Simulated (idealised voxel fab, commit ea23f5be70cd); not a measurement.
A process module follows: voxel wiring stack.
Section cut is 140 nm wide and gridded with 5 nm square cells.
Cross-section layout: square cells on a grid; listed as bands, top to bottom; a band spans one or more cell rows.
Read a band's entry like this: the first values are the height of its top and the height of its bottom in nm, and what follows is the sequence of materials from left to right, each with its width in nm. Note that "blank" is empty space, and that a single material marked "everywhere" reaches across the band from edge to edge.
Height datum 0, below which the as-received substrate wafer is one material. Lowest band open at the bottom, running downward: "0 nm and below".
When a width is written as two numbers, as in "30 to 40", the first number is the width in the top row of cells of the band and the second is the width in its bottom row, and the width changes by the same amount from each row to the next.
Key: "no modification" - step with no changed cell in the cross-section.
This entry, "Fully enclosed voids", enumerates those empty regions of no fewer than 8 cells that possess no open connection to the top. Each region is reported in the form width x height at distance, the distance being taken from the left edge, with all three quantities expressed in nm.
If you see something after the settings on a step's line, that's the simulator's own remark about that step.
A step's line can hold "overlay nm"; with a mask on that step, the setting says how far right of the planned place the mask lay, while a negative setting says it lay to the left.

[Process steps (planned)]
1: RECEIVE, material Si
2: CONFORMAL_DEP, material SiO2, thk nm 10
3: DIRECTIONAL_DEP, material TiN, thk nm 5
4: DIRECTIONAL_DEP, material W, thk nm 20
5: PATTERN, tone cover, mask id METAL_1, material resist, width nm 25, pitch nm 55, thk nm 15, overlay nm 0
6: DIRECTIONAL_ETCH, etch materials W, depth nm 20
7: DIRECTIONAL_ETCH, etch materials TiN, depth nm 5
8: STRIP, etch materials resist
9: CONFORMAL_DEP, material SiCN, thk nm 5
10: FILL_DEP, material lowk, thk nm 5
11: CMP, height nm 35
12: CONFORMAL_DEP, material SiCN, thk nm 5
13: DIRECTIONAL_DEP, material lowk, thk nm 20
14: PATTERN, tone open, mask id PLUG_1, material resist, width nm 15, pitch nm 55, thk nm 15, overlay nm 0
15: DIRECTIONAL_ETCH, etch materials lowk, depth nm 20
16: DIRECTIONAL_ETCH, etch materials SiCN, depth nm 5
17: STRIP, etch materials resist
18: CONFORMAL_DEP, material TiN, thk nm 5
19: FILL_DEP, material Cu, thk nm 5
20: CMP, height nm 60
21: DIRECTIONAL_DEP, material TiN, thk nm 5
22: DIRECTIONAL_DEP, material Ru, thk nm 20
23: PATTERN, tone cover, mask id METAL_2, material resist, width nm 25, pitch nm 55, thk nm 20, overlay nm 0
24: DIRECTIONAL_ETCH, etch materials Ru, depth nm 20
25: DIRECTIONAL_ETCH, etch materials TiN, depth nm 5
26: STRIP, etch materials resist
27: CONFORMAL_DEP, material SiCN, thk nm 5
28: FILL_DEP, material SiO2, thk nm 10
29: CMP, height nm 85
30: CONFORMAL_DEP, material SiCN, thk nm 5
31: DIRECTIONAL_DEP, material lowk, thk nm 35
32: DIRECTIONAL_DEP, material aC, thk nm 10
33: PATTERN, tone open, mask id METAL_3_HOLES, material resist, width nm 15, thk nm 25, overlay nm 0
34: DIRECTIONAL_ETCH, etch materials aC, depth nm 10
35: STRIP, etch materials resist
36: DIRECTIONAL_ETCH, etch materials lowk, depth nm 35
37: STRIP, etch materials aC
38: PATTERN, tone open, mask id METAL_3, material resist, width nm 25, pitch nm 55, thk nm 15, overlay nm 0
39: DIRECTIONAL_ETCH, etch materials lowk, depth nm 20
40: DIRECTIONAL_ETCH, etch materials SiCN, depth nm 5
41: STRIP, etch materials resist
42: CONFORMAL_DEP, material TiN, thk nm 5
43: FILL_DEP, material Cu, thk nm 10
44: CMP, height nm 125
45: CONFORMAL_DEP, material SiCN, thk nm 5

[Incoming wafer, cross-sectional view, post step 1]
    0 nm and below | Si everywhere
    Fully enclosed voids: none

[Cross-section, first of two wafers, end of module, run as planned]
    130 nm to 125 nm | SiCN everywhere
    125 nm to 110 nm | 30 of lowk, 5 of TiN, 15 of Cu, 5 of TiN, 30 of lowk, 5 of TiN, 15 of Cu, 5 of TiN, 30 of lowk
    110 nm to 105 nm | 30 of lowk, 5 of TiN, 5 of Cu, 15 of TiN, 30 of lowk, 25 of TiN, 30 of lowk
    105 nm to 90 nm | 30 of lowk, 5 of TiN, 5 of Cu, 5 of TiN, 95 of lowk
    90 nm to 85 nm | 30 of SiCN, 15 of TiN, 95 of SiCN
    85 nm to 65 nm | 25 of SiO2, 5 of SiCN, 25 of Ru, 5 of SiCN, 20 of SiO2, 5 of SiCN, 25 of Ru, 5 of SiCN, 25 of SiO2
    65 nm to 60 nm | 30 of SiCN, 25 of TiN, 30 of SiCN, 25 of TiN, 30 of SiCN
    60 nm to 40 nm | 30 of lowk, 5 of TiN, 5 of Cu, 5 of TiN, 40 of lowk, 5 of TiN, 5 of Cu, 5 of TiN, 40 of lowk
    40 nm to 35 nm | 30 of SiCN, 15 of TiN, 40 of SiCN, 15 of TiN, 40 of SiCN
    35 nm to 15 nm | 25 of lowk, 5 of SiCN, 25 of W, 5 of SiCN, 20 of lowk, 5 of SiCN, 25 of W, 5 of SiCN, 25 of lowk
    15 nm to 10 nm | 30 of SiCN, 25 of TiN, 30 of SiCN, 25 of TiN, 30 of SiCN
    10 nm to 0 nm | SiO2 everywhere
    0 nm and below | Si everywhere
    Fully enclosed voids: none

[End-of-module cross-section of the second wafer: identical starting point and process plan to the first, with one processing mistake]
    130 nm to 125 nm | SiCN everywhere
    125 nm to 110 nm | 30 of lowk, 5 of TiN, 15 of Cu, 5 of TiN, 30 of lowk, 5 of TiN, 15 of Cu, 5 of TiN, 30 of lowk
    110 nm to 105 nm | 30 of lowk, 5 of TiN, 5 of Cu, 15 of TiN, 30 of lowk, 25 of TiN, 30 of lowk
    105 nm to 90 nm | 30 of lowk, 5 of TiN, 5 of Cu, 5 of TiN, 95 of lowk
    90 nm to 85 nm | 30 of SiCN, 15 of TiN, 95 of SiCN
    85 nm to 65 nm | 25 of SiO2, 5 of SiCN, 25 of Ru, 5 of SiCN, 20 of SiO2, 5 of SiCN, 25 of Ru, 5 of SiCN, 25 of SiO2
    65 nm to 60 nm | 30 of SiCN, 25 of TiN, 30 of SiCN, 25 of TiN, 30 of SiCN
    60 nm to 40 nm | 30 of lowk, 5 of TiN, 5 of Cu, 5 of TiN, 40 of lowk, 5 of TiN, 5 of Cu, 5 of TiN, 40 of lowk
    40 nm to 35 nm | 30 of SiCN, 15 of TiN, 40 of SiCN, 15 of TiN, 40 of SiCN
    35 nm to 30 nm | lowk everywhere
    30 nm to 25 nm | 25 of lowk, 35 of SiCN, 20 of lowk, 35 of SiCN, 25 of lowk
    25 nm to 5 nm | 25 of lowk, 5 of SiCN, 25 of W, 5 of SiCN, 20 of lowk, 5 of SiCN, 25 of W, 5 of SiCN, 25 of lowk
    5 nm to 0 nm | 30 of SiCN, 25 of TiN, 30 of SiCN, 25 of TiN, 30 of SiCN
    0 nm and below | Si everywhere
    Fully enclosed voids: none
What went wrong in running the wafer? no execution of plan step 2; skipped
at the end the second wafer has, in cells: 14 more of SiCN; 56 fewer of SiO2; 42 more of lowk
